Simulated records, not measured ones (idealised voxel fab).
process module | voxel self aligned vias
cross-section cut | 165 nm wide | cells 5 nm
A cross-section is a grid of square cells, given in bands from the top down. A band is one or more rows of cells.
Each band's line starts with the height of the band's top and of its bottom, in nm. Then come its materials from left to right, each with its width in nm. One material with "throughout" fills the band from edge to edge. "air" is empty space.
Height 0 is the level under which the wafer as received is all one material. The lowest band goes on downwards, as in "0 down".
A width such as "30 to 40" changes by the same amount from each row of cells to the next, from the band's top row to its bottom row.
"no change" after a step means that no cell of the cross-section changed.
closed voids: empty space of 8 cells or more with no open way to the top, each as width x height at its distance from the left edge, in nm
after a step's settings: what the simulator itself notes on the step
overlay nm, on a step with a mask: how far to the right of its planned place the mask lay; to the left if negative
plan
1 op RECEIVE | material Si
2 op CONFORMAL_DEP | material SiO2 | thk nm 10
3 op CONFORMAL_DEP | material SiCN | thk nm 5
4 op DIRECTIONAL_DEP | material lowk | thk nm 25
5 op PATTERN | tone open | mask id LINES | material resist | width nm 20 | pitch nm 70 | thk nm 15 | overlay nm 0
6 op DIRECTIONAL_ETCH | etch materials lowk | depth nm 25
7 op STRIP | etch materials resist
8 op CONFORMAL_DEP | material TiN | thk nm 5
9 op FILL_DEP | material Ru | thk nm 10
10 op CMP | height nm 40
11 op SELECTIVE_ETCH | etch materials W Ru TiN | depth nm 10
12 op FILL_DEP | material SiN | thk nm 10
13 op CMP | height nm 40
14 op DIRECTIONAL_DEP | material lowk | thk nm 20
15 op MASKED_ETCH | tone open | mask id VIAS | width nm 40 | etch materials lowk | depth nm 20 | overlay nm 0
16 op MASKED_ETCH | tone open | mask id VIAS | width nm 40 | etch materials SiN | depth nm 10 | overlay nm 0
17 op CONFORMAL_DEP | material TiN | thk nm 5
18 op FILL_DEP | material Ru | thk nm 5
19 op CMP | height nm 60
20 op CONFORMAL_DEP | material SiCN | thk nm 5
first wafer, as planned
as received, after step 1
  0 down: Si throughout
  closed voids: none
after step 2
  10 to 0: SiO2 throughout
  below 0: unchanged
after step 3
  15 to 10: SiCN throughout
  below 10: unchanged
after step 4
  40 to 15: lowk throughout
  below 15: unchanged
after step 5
  55 to 40: resist 35 | air 20 | resist 50 | air 20 | resist 40
  below 40: unchanged
after step 6
  55 to 40: resist 35 | air 20 | resist 50 | air 20 | resist 40
  40 to 15: lowk 35 | air 20 | lowk 50 | air 20 | lowk 40
  below 15: unchanged
after step 7
  40 to 15: lowk 35 | air 20 | lowk 50 | air 20 | lowk 40
  below 15: unchanged
after step 8
  45 to 40: TiN 40 | air 10 | TiN 60 | air 10 | TiN 45
  40 to 20: lowk 35 | TiN 5 | air 10 | TiN 5 | lowk 50 | TiN 5 | air 10 | TiN 5 | lowk 40
  20 to 15: lowk 35 | TiN 20 | lowk 50 | TiN 20 | lowk 40
  below 15: unchanged
after step 9
  55 to 45: Ru throughout
  45 to 40: TiN 40 | Ru 10 | TiN 60 | Ru 10 | TiN 45
  40 to 20: lowk 35 | TiN 5 | Ru 10 | TiN 5 | lowk 50 | TiN 5 | Ru 10 | TiN 5 | lowk 40
  below 20: unchanged
after step 10
  40 to 20: lowk 35 | TiN 5 | Ru 10 | TiN 5 | lowk 50 | TiN 5 | Ru 10 | TiN 5 | lowk 40
  below 20: unchanged
after step 11
  40 to 30: lowk 35 | air 20 | lowk 50 | air 20 | lowk 40
  below 30: unchanged
after step 12
  50 to 40: SiN throughout
  40 to 30: lowk 35 | SiN 20 | lowk 50 | SiN 20 | lowk 40
  below 30: unchanged
after step 13
  40 to 30: lowk 35 | SiN 20 | lowk 50 | SiN 20 | lowk 40
  below 30: unchanged
after step 14
  60 to 40: lowk throughout
  below 40: unchanged
after step 15
  60 to 40: lowk 25 | air 40 | lowk 100
  below 40: unchanged
after step 16
  60 to 40: lowk 25 | air 40 | lowk 100
  40 to 30: lowk 35 | air 20 | lowk 50 | SiN 20 | lowk 40
  below 30: unchanged
after step 17
  65 to 60: TiN 30 | air 30 | TiN 105
  60 to 45: lowk 25 | TiN 5 | air 30 | TiN 5 | lowk 100
  45 to 40: lowk 25 | TiN 15 | air 10 | TiN 15 | lowk 100
  40 to 35: lowk 35 | TiN 5 | air 10 | TiN 5 | lowk 50 | SiN 20 | lowk 40
  35 to 30: lowk 35 | TiN 20 | lowk 50 | SiN 20 | lowk 40
  below 30: unchanged
after step 18
  70 to 65: Ru throughout
  65 to 60: TiN 30 | Ru 30 | TiN 105
  60 to 45: lowk 25 | TiN 5 | Ru 30 | TiN 5 | lowk 100
  45 to 40: lowk 25 | TiN 15 | Ru 10 | TiN 15 | lowk 100
  40 to 35: lowk 35 | TiN 5 | Ru 10 | TiN 5 | lowk 50 | SiN 20 | lowk 40
  below 35: unchanged
after step 19
  60 to 45: lowk 25 | TiN 5 | Ru 30 | TiN 5 | lowk 100
  below 45: unchanged
after step 20
  65 to 60: SiCN throughout
  below 60: unchanged
second wafer: like start, like plan, one mistake. Through step 4 it matches the first wafer
when step 5 should have ended
  55 to 40: resist 45 | air 20 | resist 50 | air 20 | resist 30
  below 40: unchanged
when step 6 should have ended
  55 to 40: resist 45 | air 20 | resist 50 | air 20 | resist 30
  40 to 15: lowk 45 | air 20 | lowk 50 | air 20 | lowk 30
  below 15: unchanged
when step 7 should have ended
  40 to 15: lowk 45 | air 20 | lowk 50 | air 20 | lowk 30
  below 15: unchanged
when step 8 should have ended
  45 to 40: TiN 50 | air 10 | TiN 60 | air 10 | TiN 35
  40 to 20: lowk 45 | TiN 5 | air 10 | TiN 5 | lowk 50 | TiN 5 | air 10 | TiN 5 | lowk 30
  20 to 15: lowk 45 | TiN 20 | lowk 50 | TiN 20 | lowk 30
  below 15: unchanged
when step 9 should have ended
  55 to 45: Ru throughout
  45 to 40: TiN 50 | Ru 10 | TiN 60 | Ru 10 | TiN 35
  40 to 20: lowk 45 | TiN 5 | Ru 10 | TiN 5 | lowk 50 | TiN 5 | Ru 10 | TiN 5 | lowk 30
  below 20: unchanged
when step 10 should have ended
  40 to 20: lowk 45 | TiN 5 | Ru 10 | TiN 5 | lowk 50 | TiN 5 | Ru 10 | TiN 5 | lowk 30
  below 20: unchanged
when step 11 should have ended
  40 to 30: lowk 45 | air 20 | lowk 50 | air 20 | lowk 30
  below 30: unchanged
when step 12 should have ended
  50 to 40: SiN throughout
  40 to 30: lowk 45 | SiN 20 | lowk 50 | SiN 20 | lowk 30
  below 30: unchanged
when step 13 should have ended
  40 to 30: lowk 45 | SiN 20 | lowk 50 | SiN 20 | lowk 30
  below 30: unchanged
when step 14 should have ended
  60 to 40: lowk throughout
  below 40: unchanged
when step 15 should have ended
  60 to 40: lowk 25 | air 40 | lowk 100
  below 40: unchanged
when step 16 should have ended
  60 to 40: lowk 25 | air 40 | lowk 100
  40 to 30: lowk 45 | air 20 | lowk 50 | SiN 20 | lowk 30
  below 30: unchanged
when step 17 should have ended
  65 to 60: TiN 30 | air 30 | TiN 105
  60 to 45: lowk 25 | TiN 5 | air 30 | TiN 5 | lowk 100
  45 to 40: lowk 25 | TiN 25 | air 10 | TiN 5 | lowk 100
  40 to 35: lowk 45 | TiN 5 | air 10 | TiN 5 | lowk 50 | SiN 20 | lowk 30
  35 to 30: lowk 45 | TiN 20 | lowk 50 | SiN 20 | lowk 30
  below 30: unchanged
when step 18 should have ended
  70 to 65: Ru throughout
  65 to 60: TiN 30 | Ru 30 | TiN 105
  60 to 45: lowk 25 | TiN 5 | Ru 30 | TiN 5 | lowk 100
  45 to 40: lowk 25 | TiN 25 | Ru 10 | TiN 5 | lowk 100
  40 to 35: lowk 45 | TiN 5 | Ru 10 | TiN 5 | lowk 50 | SiN 20 | lowk 30
  below 35: unchanged
when step 19 should have ended
  60 to 45: lowk 25 | TiN 5 | Ru 30 | TiN 5 | lowk 100
  below 45: unchanged
when step 20 should have ended
  65 to 60: SiCN throughout
  below 60: unchanged
what went wrong: step 5 ran as: op PATTERN | tone open | mask id LINES | material resist | width nm 20 | pitch nm 70 | thk nm 15 | overlay nm 10
at the end the second wafer has, in cells: as many of each material as the first, in other places
